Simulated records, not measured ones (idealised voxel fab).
Process module, titled voxel air gaps
Cross-sectional view cut (width: 250 nm; square cell size: 5 nm).
This document writes a cross-section as a grid whose cells are square, and gives it as bands, listed from the top down; one or more rows of cells form a band.
Band entry format. Leading values: height of top, height of bottom, nm. Remainder: materials in left-to-right order, each with its width in nm. Special words: "all across" on a single material, which then fills the band edge to edge; "empty", empty space.
Heads up on the height convention: 0 is the point under which the incoming wafer is all one material, and the lowest band has no bottom, it just keeps going down, like "0..down".
So if you see something like "30->40" for the width, read it as the top row of the band sitting at the first number and the bottom row at the second, with every row in between moving by the same amount as the last.
What does "all unchanged" mean for a step? It means no cell of the cross-section changed in that step.
The entry titled "Completely sealed voids" provides the empty spaces that have no open way to the top, restricted to those of 8 cells or more. Each is presented as width x height at distance, the distance being measured from the left edge, with all three in nm.
It should be noted that, on the line of a given step, the content following the step's settings is a remark produced by the simulator itself with respect to that step.
The optional step-line setting "overlay nm" applies to steps with a mask and quantifies how far to the right of its planned location the mask lay, a negative value indicating leftward placement.

Planned process steps:
step 1: op RECEIVE | material Si
step 2: op CONFORMAL_DEP | material SiO2 | thk nm 15
step 3: op CONFORMAL_DEP | material SiCN | thk nm 5
step 4: op DIRECTIONAL_DEP | material SiO2 | thk nm 30
step 5: op MASKED_ETCH | tone open | mask id LINES | width nm 20 | pitch nm 50 | etch materials SiO2 | depth nm 30 | overlay nm 0
step 6: op CONFORMAL_DEP | material TiN | thk nm 5
step 7: op FILL_DEP | material W | thk nm 10
step 8: op CMP | height nm 50
step 9: op EPI | material Ru | thk nm 10
step 10: op SELECTIVE_ETCH | etch materials SiO2 | depth nm 40
step 11: op CONFORMAL_DEP | material SiCN | thk nm 5

The cross-section here shows the wafer as received, i.e. in its state after step 1:
0..down: Si all across
Completely sealed voids: none

This is how the wafer looks in cross-section once the module is done, given the starting state and plan above and one mistake in carrying the plan out:
65..60: empty: 25, SiCN: 200, empty: 25
60..50: empty: 25, SiCN: 5, Ru: 40, SiCN: 10, Ru: 40, SiCN: 10, Ru: 40, SiCN: 10, Ru: 40, SiCN: 5, empty: 25
50..45: empty: 25, SiCN: 15, TiN: 5, W: 10, TiN: 5, SiCN: 30, TiN: 5, W: 10, TiN: 5, SiCN: 30, TiN: 5, W: 10, TiN: 5, SiCN: 30, TiN: 5, W: 10, TiN: 5, SiCN: 15, empty: 25
45..25: empty: 35, SiCN: 5, TiN: 5, W: 10, TiN: 5, SiCN: 5, empty: 20, SiCN: 5, TiN: 5, W: 10, TiN: 5, SiCN: 5, empty: 20, SiCN: 5, TiN: 5, W: 10, TiN: 5, SiCN: 5, empty: 20, SiCN: 5, TiN: 5, W: 10, TiN: 5, SiCN: 5, empty: 35
25..20: SiCN: 40, TiN: 20, SiCN: 30, TiN: 20, SiCN: 30, TiN: 20, SiCN: 30, TiN: 20, SiCN: 40
20..15: SiCN all across
15..0: TiN all across
0..down: Si all across
Completely sealed voids: 20 x 20 at 65; 20 x 20 at 115; 20 x 20 at 165
Heads up, the wafer didn't run the way we planned it: planned and actual differ for step 2; actual: op CONFORMAL_DEP | material TiN | thk nm 15
